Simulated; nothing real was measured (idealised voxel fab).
Process module in this document: voxel self aligned vias
We display cut, a cross-section 245 nm in width whose square cells are each 5 nm.
Just so we're on the same page, the cross-sections are grids of square cells, and they're listed out in bands top to bottom, each band one or more rows deep.
The entry gives the band's vertical extent as a top height and a bottom height in nm, then its horizontal make-up as materials from left to right, each with a width in nm. "empty" stands for empty space; a single material marked "full width" fills the band edge to edge.
All heights in this document are referenced to 0, defined as the level beneath which the wafer, as received, consists entirely of one material. The lowest band is not bounded below; it extends indefinitely downward and is written in the form "from 0 down".
Width: "30->40" (first number = top row, second number = bottom row, same change from row to row of cells).
"nothing was modified" means the step left every cell of the cross-section as it was.
Closed empty spaces (no open way to the top) of 8 cells or more are what "Tabulated closed voids" lists, each as width x height at distance from the left edge, nm for all three.
Past the settings on a step's line: simulator remark, on that step.
"overlay nm", when on a step's line for a step with a mask, measures how far to the right of its planned place the mask lay; a negative measure means to the left.

-- plan
1,RECEIVE [material Si]
2,CONFORMAL_DEP [material SiO2] [thk nm 10]
3,CONFORMAL_DEP [material SiCN] [thk nm 5]
4,DIRECTIONAL_DEP [material SiO2] [thk nm 20]
5,DIRECTIONAL_DEP [material aC] [thk nm 10]
6,PATTERN [tone open] [mask id LINES] [material resist] [width nm 30] [pitch nm 60] [thk nm 30] [overlay nm 0]
7,DIRECTIONAL_ETCH [etch materials aC] [depth nm 10]
8,STRIP [etch materials resist]
9,DIRECTIONAL_ETCH [etch materials SiO2] [depth nm 20]
10,STRIP [etch materials aC]
11,CONFORMAL_DEP [material TiN] [thk nm 5]
12,FILL_DEP [material W] [thk nm 10]
13,CMP [height nm 35]
14,SELECTIVE_ETCH [etch materials W Ru TiN] [depth nm 10]
15,FILL_DEP [material SiN] [thk nm 10]
16,CMP [height nm 35]
17,DIRECTIONAL_DEP [material SiO2] [thk nm 15]
18,MASKED_ETCH [tone open] [mask id VIAS] [width nm 40] [etch materials SiO2] [depth nm 15] [overlay nm 0]
19,MASKED_ETCH [tone open] [mask id VIAS] [width nm 40] [etch materials SiN] [depth nm 10] [overlay nm 0]
20,CONFORMAL_DEP [material TiN] [thk nm 5]
21,FILL_DEP [material W] [thk nm 5]
22,CMP [height nm 50]
23,CONFORMAL_DEP [material SiN] [thk nm 5]

-- What follows covers the first of two wafers; it ran as planned

-- Incoming wafer in cross-section (state: after step 1)
    from 0 down  Si full width
    Tabulated closed voids: none

-- How the wafer stands in section after step 2
    from 10 to 0  SiO2 full width
    below 0: unchanged

-- How the wafer stands in section after step 3
    from 15 to 10  SiCN full width
    below 10: unchanged

-- How the wafer stands in section after step 4
    from 35 to 15  SiO2 full width
    below 15: unchanged

-- How the wafer stands in section after step 5
    from 45 to 35  aC full width
    below 35: unchanged

-- How the wafer stands in section after step 6
    from 75 to 45  resist=75 | empty=30 | resist=30 | empty=30 | resist=80
    below 45: unchanged

-- How the wafer stands in section after step 7
    from 65 to 45  resist=75 | empty=30 | resist=30 | empty=30 | resist=80
    from 45 to 35  aC=75 | empty=30 | aC=30 | empty=30 | aC=80
    below 35: unchanged

-- How the wafer stands in section after step 8
    from 45 to 35  aC=75 | empty=30 | aC=30 | empty=30 | aC=80
    below 35: unchanged

-- How the wafer stands in section after step 9
    from 45 to 35  aC=75 | empty=30 | aC=30 | empty=30 | aC=80
    from 35 to 15  SiO2=75 | empty=30 | SiO2=30 | empty=30 | SiO2=80
    below 15: unchanged

-- How the wafer stands in section after step 10
    from 35 to 15  SiO2=75 | empty=30 | SiO2=30 | empty=30 | SiO2=80
    below 15: unchanged

-- How the wafer stands in section after step 11
    from 40 to 35  TiN=80 | empty=20 | TiN=40 | empty=20 | TiN=85
    from 35 to 20  SiO2=75 | TiN=5 | empty=20 | TiN=5 | SiO2=30 | TiN=5 | empty=20 | TiN=5 | SiO2=80
    from 20 to 15  SiO2=75 | TiN=30 | SiO2=30 | TiN=30 | SiO2=80
    below 15: unchanged

-- How the wafer stands in section after step 12
    from 50 to 40  W full width
    from 40 to 35  TiN=80 | W=20 | TiN=40 | W=20 | TiN=85
    from 35 to 20  SiO2=75 | TiN=5 | W=20 | TiN=5 | SiO2=30 | TiN=5 | W=20 | TiN=5 | SiO2=80
    below 20: unchanged

-- How the wafer stands in section after step 13
    from 35 to 20  SiO2=75 | TiN=5 | W=20 | TiN=5 | SiO2=30 | TiN=5 | W=20 | TiN=5 | SiO2=80
    below 20: unchanged

-- How the wafer stands in section after step 14
    from 35 to 25  SiO2=75 | empty=30 | SiO2=30 | empty=30 | SiO2=80
    below 25: unchanged

-- How the wafer stands in section after step 15
    from 45 to 35  SiN full width
    from 35 to 25  SiO2=75 | SiN=30 | SiO2=30 | SiN=30 | SiO2=80
    below 25: unchanged

-- How the wafer stands in section after step 16
    from 35 to 25  SiO2=75 | SiN=30 | SiO2=30 | SiN=30 | SiO2=80
    below 25: unchanged

-- How the wafer stands in section after step 17
    from 50 to 35  SiO2 full width
    below 35: unchanged

-- How the wafer stands in section after step 18
    from 50 to 35  SiO2=70 | empty=40 | SiO2=135
    below 35: unchanged

-- How the wafer stands in section after step 19
    from 50 to 35  SiO2=70 | empty=40 | SiO2=135
    from 35 to 25  SiO2=75 | empty=30 | SiO2=30 | SiN=30 | SiO2=80
    below 25: unchanged

-- How the wafer stands in section after step 20
    from 55 to 50  TiN=75 | empty=30 | TiN=140
    from 50 to 40  SiO2=70 | TiN=5 | empty=30 | TiN=5 | SiO2=135
    from 40 to 35  SiO2=70 | TiN=10 | empty=20 | TiN=10 | SiO2=135
    from 35 to 30  SiO2=75 | TiN=5 | empty=20 | TiN=5 | SiO2=30 | SiN=30 | SiO2=80
    from 30 to 25  SiO2=75 | TiN=30 | SiO2=30 | SiN=30 | SiO2=80
    below 25: unchanged

-- How the wafer stands in section after step 21
    from 60 to 55  W full width
    from 55 to 50  TiN=75 | W=30 | TiN=140
    from 50 to 40  SiO2=70 | TiN=5 | W=30 | TiN=5 | SiO2=135
    from 40 to 35  SiO2=70 | TiN=10 | W=20 | TiN=10 | SiO2=135
    from 35 to 30  SiO2=75 | TiN=5 | W=20 | TiN=5 | SiO2=30 | SiN=30 | SiO2=80
    below 30: unchanged

-- How the wafer stands in section after step 22
    from 50 to 40  SiO2=70 | TiN=5 | W=30 | TiN=5 | SiO2=135
    below 40: unchanged

-- How the wafer stands in section after step 23
    from 55 to 50  SiN full width
    below 50: unchanged

-- The remaining wafer, second of the two, started like the first and was run to the same plan, except that one mistake was made along the way; the two coincide through step 5, inclusive

-- Cross-section of the second wafer corresponding to the planned conclusion of step 6
    from 75 to 45  resist=65 | empty=30 | resist=30 | empty=30 | resist=90
    below 45: unchanged

-- Cross-section of the second wafer corresponding to the planned conclusion of step 7
    from 65 to 45  resist=65 | empty=30 | resist=30 | empty=30 | resist=90
    from 45 to 35  aC=65 | empty=30 | aC=30 | empty=30 | aC=90
    below 35: unchanged

-- Cross-section of the second wafer corresponding to the planned conclusion of step 8
    from 45 to 35  aC=65 | empty=30 | aC=30 | empty=30 | aC=90
    below 35: unchanged

-- Cross-section of the second wafer corresponding to the planned conclusion of step 9
    from 45 to 35  aC=65 | empty=30 | aC=30 | empty=30 | aC=90
    from 35 to 15  SiO2=65 | empty=30 | SiO2=30 | empty=30 | SiO2=90
    below 15: unchanged

-- Cross-section of the second wafer corresponding to the planned conclusion of step 10
    from 35 to 15  SiO2=65 | empty=30 | SiO2=30 | empty=30 | SiO2=90
    below 15: unchanged

-- Cross-section of the second wafer corresponding to the planned conclusion of step 11
    from 40 to 35  TiN=70 | empty=20 | TiN=40 | empty=20 | TiN=95
    from 35 to 20  SiO2=65 | TiN=5 | empty=20 | TiN=5 | SiO2=30 | TiN=5 | empty=20 | TiN=5 | SiO2=90
    from 20 to 15  SiO2=65 | TiN=30 | SiO2=30 | TiN=30 | SiO2=90
    below 15: unchanged

-- Cross-section of the second wafer corresponding to the planned conclusion of step 12
    from 50 to 40  W full width
    from 40 to 35  TiN=70 | W=20 | TiN=40 | W=20 | TiN=95
    from 35 to 20  SiO2=65 | TiN=5 | W=20 | TiN=5 | SiO2=30 | TiN=5 | W=20 | TiN=5 | SiO2=90
    below 20: unchanged

-- Cross-section of the second wafer corresponding to the planned conclusion of step 13
    from 35 to 20  SiO2=65 | TiN=5 | W=20 | TiN=5 | SiO2=30 | TiN=5 | W=20 | TiN=5 | SiO2=90
    below 20: unchanged

-- Cross-section of the second wafer corresponding to the planned conclusion of step 14
    from 35 to 25  SiO2=65 | empty=30 | SiO2=30 | empty=30 | SiO2=90
    below 25: unchanged

-- Cross-section of the second wafer corresponding to the planned conclusion of step 15
    from 45 to 35  SiN full width
    from 35 to 25  SiO2=65 | SiN=30 | SiO2=30 | SiN=30 | SiO2=90
    below 25: unchanged

-- Cross-section of the second wafer corresponding to the planned conclusion of step 16
    from 35 to 25  SiO2=65 | SiN=30 | SiO2=30 | SiN=30 | SiO2=90
    below 25: unchanged

-- Cross-section of the second wafer corresponding to the planned conclusion of step 17
    from 50 to 35  SiO2 full width
    below 35: unchanged

-- Cross-section of the second wafer corresponding to the planned conclusion of step 18
    from 50 to 35  SiO2=70 | empty=40 | SiO2=135
    below 35: unchanged

-- Cross-section of the second wafer corresponding to the planned conclusion of step 19
    from 50 to 35  SiO2=70 | empty=40 | SiO2=135
    from 35 to 25  SiO2=65 | SiN=5 | empty=25 | SiO2=30 | SiN=30 | SiO2=90
    below 25: unchanged

-- Cross-section of the second wafer corresponding to the planned conclusion of step 20
    from 55 to 50  TiN=75 | empty=30 | TiN=140
    from 50 to 40  SiO2=70 | TiN=5 | empty=30 | TiN=5 | SiO2=135
    from 40 to 35  SiO2=70 | TiN=5 | empty=15 | TiN=20 | SiO2=135
    from 35 to 30  SiO2=65 | SiN=5 | TiN=5 | empty=15 | TiN=5 | SiO2=30 | SiN=30 | SiO2=90
    from 30 to 25  SiO2=65 | SiN=5 | TiN=25 | SiO2=30 | SiN=30 | SiO2=90
    below 25: unchanged

-- Cross-section of the second wafer corresponding to the planned conclusion of step 21
    from 60 to 55  W full width
    from 55 to 50  TiN=75 | W=30 | TiN=140
    from 50 to 40  SiO2=70 | TiN=5 | W=30 | TiN=5 | SiO2=135
    from 40 to 35  SiO2=70 | TiN=5 | W=15 | TiN=20 | SiO2=135
    from 35 to 30  SiO2=65 | SiN=5 | TiN=5 | W=15 | TiN=5 | SiO2=30 | SiN=30 | SiO2=90
    below 30: unchanged

-- Cross-section of the second wafer corresponding to the planned conclusion of step 22
    from 50 to 40  SiO2=70 | TiN=5 | W=30 | TiN=5 | SiO2=135
    below 40: unchanged

-- Cross-section of the second wafer corresponding to the planned conclusion of step 23
    from 55 to 50  SiN full width
    below 50: unchanged
Nonconformance to the process plan: heads up, step 6 didn't go per plan, it actually ran as PATTERN [tone open] [mask id LINES] [material resist] [width nm 30] [pitch nm 60] [thk nm 30] [overlay nm -10]
Materials where the second wafer ends with more or fewer cells than the first: +2 SiN, -2 W
